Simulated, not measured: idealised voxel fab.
Documented hereafter: the process module known as voxel wiring stack.
Section shown: cut. Width: 185 nm. Cell size: 5 nm, square.
Cross-sections here: square-cell grids, written as top-down lists of bands, a band being one or more rows of cells. Per band: top height and bottom height in nm, followed by the left-to-right materials and their widths in nm; "everywhere" marks a single material spanning edge to edge, "blank" marks empty space. Counting heights begins at 0, where everything beneath is, in the wafer as received, one material. The lowest band has no bottom; it goes on downwards, as "from 0 down" shows. Width "30..40": first value at the band's top row of cells, second value at its bottom row, equal change from row to row. Take "remains unaltered" at face value: in the step it is given for, the cross-section changed in none of its cells. "Sealed cavities": sealed empty spaces, 8 cells or more, no open way to top, listed width x height at distance, with distance from the left edge and width, height and distance in nm. That trailing text on a step's line, after the settings, is the simulator's own remark on the step. When a step includes a mask, the "overlay nm" setting on its line states how far to the right of its planned place that mask lay, and negative values state how far to the left.
List of planned process steps
1. RECEIVE with material Si
2. CONFORMAL_DEP with material SiO2, thk nm 15
3. CONFORMAL_DEP with material SiN, thk nm 5
4. DIRECTIONAL_DEP with material lowk, thk nm 20
5. PATTERN with tone open, mask id METAL_1, material resist, width nm 20, pitch nm 45, thk nm 20, overlay nm 0
6. DIRECTIONAL_ETCH with etch materials lowk, depth nm 20
7. DIRECTIONAL_ETCH with etch materials SiN, depth nm 5
8. STRIP with etch materials resist
9. CONFORMAL_DEP with material TiN, thk nm 5
10. FILL_DEP with material Cu, thk nm 10
11. CMP with height nm 40
12. EPI with material Ru, thk nm 5
13. FILL_DEP with material SiCN, thk nm 5
14. DIRECTIONAL_DEP with material lowk, thk nm 20
15. MASKED_ETCH with tone open, mask id PLUG_1, width nm 15, pitch nm 90, etch materials lowk, depth nm 20, overlay nm 0
16. MASKED_ETCH with tone open, mask id PLUG_1, width nm 15, pitch nm 90, etch materials SiCN, depth nm 5, overlay nm 0
17. CONFORMAL_DEP with material TiN, thk nm 5
18. FILL_DEP with material W, thk nm 5
19. CMP with height nm 70
20. DIRECTIONAL_DEP with material TiN, thk nm 5
21. DIRECTIONAL_DEP with material Ru, thk nm 25
22. DIRECTIONAL_DEP with material aC, thk nm 10
23. PATTERN with tone cover, mask id METAL_2, material resist, width nm 20, pitch nm 45, thk nm 30, overlay nm 0
24. DIRECTIONAL_ETCH with etch materials aC, depth nm 10
25. STRIP with etch materials resist
26. DIRECTIONAL_ETCH with etch materials Ru, depth nm 25
27. DIRECTIONAL_ETCH with etch materials TiN, depth nm 5
28. STRIP with etch materials aC
29. FILL_DEP with material SiO2, thk nm 10
30. CMP with height nm 100
31. CONFORMAL_DEP with material SiCN, thk nm 5
Incoming wafer in cross-section (state: after step 1)
> from 0 down  Si everywhere
> Sealed cavities: none
Wafer cross-section at module end: first of two, run to plan
> from 105 to 100  SiCN everywhere
> from 100 to 75  SiO2 35 nm / Ru 20 nm / SiO2 25 nm / Ru 20 nm / SiO2 25 nm / Ru 20 nm / SiO2 40 nm
> from 75 to 70  SiO2 35 nm / TiN 20 nm / SiO2 25 nm / TiN 20 nm / SiO2 25 nm / TiN 20 nm / SiO2 40 nm
> from 70 to 50  lowk 35 nm / TiN 5 nm / W 5 nm / TiN 5 nm / lowk 75 nm / TiN 5 nm / W 5 nm / TiN 5 nm / lowk 45 nm
> from 50 to 45  SiCN 35 nm / TiN 15 nm / SiCN 75 nm / TiN 15 nm / SiCN 45 nm
> from 45 to 40  SiCN 30 nm / Ru 30 nm / SiCN 15 nm / Ru 30 nm / SiCN 15 nm / Ru 30 nm / SiCN 35 nm
> from 40 to 20  lowk 35 nm / TiN 5 nm / Cu 10 nm / TiN 5 nm / lowk 25 nm / TiN 5 nm / Cu 10 nm / TiN 5 nm / lowk 25 nm / TiN 5 nm / Cu 10 nm / TiN 5 nm / lowk 40 nm
> from 20 to 15  SiN 35 nm / TiN 20 nm / SiN 25 nm / TiN 20 nm / SiN 25 nm / TiN 20 nm / SiN 40 nm
> from 15 to 0  SiO2 everywhere
> from 0 down  Si everywhere
> Sealed cavities: none
Here's the second of our two wafers sectioned at module end. Same start as the first, same plan, but one mistake got made running it
> from 105 to 100  SiCN everywhere
> from 100 to 75  SiO2 35 nm / Ru 20 nm / SiO2 25 nm / Ru 20 nm / SiO2 25 nm / Ru 20 nm / SiO2 40 nm
> from 75 to 70  SiO2 35 nm / TiN 20 nm / SiO2 25 nm / TiN 20 nm / SiO2 25 nm / TiN 20 nm / SiO2 40 nm
> from 70 to 50  lowk 35 nm / TiN 5 nm / W 5 nm / TiN 5 nm / lowk 75 nm / TiN 5 nm / W 5 nm / TiN 5 nm / lowk 45 nm
> from 50 to 45  SiCN 35 nm / TiN 15 nm / SiCN 75 nm / TiN 15 nm / SiCN 45 nm
> from 45 to 40  SiCN 25 nm / Ru 40 nm / SiCN 5 nm / Ru 40 nm / SiCN 5 nm / Ru 40 nm / SiCN 30 nm
> from 40 to 20  lowk 30 nm / TiN 5 nm / Cu 20 nm / TiN 5 nm / lowk 15 nm / TiN 5 nm / Cu 20 nm / TiN 5 nm / lowk 15 nm / TiN 5 nm / Cu 20 nm / TiN 5 nm / lowk 35 nm
> from 20 to 15  SiN 30 nm / TiN 30 nm / SiN 15 nm / TiN 30 nm / SiN 15 nm / TiN 30 nm / SiN 35 nm
> from 15 to 0  SiO2 everywhere
> from 0 down  Si everywhere
> Sealed cavities: none
It is concluded that the wafer was processed incorrectly with respect to the plan, in that step 5 off recipe, ran as PATTERN with tone open, mask id METAL_1, material resist, width nm 30, pitch nm 45, thk nm 20, overlay nm 0
The final cell counts differ between the wafers, with the second having more or fewer of some materials than the first: 24 more of Cu | 6 more of Ru | 6 fewer of SiCN | 6 fewer of SiN | 6 more of TiN | 24 fewer of lowk
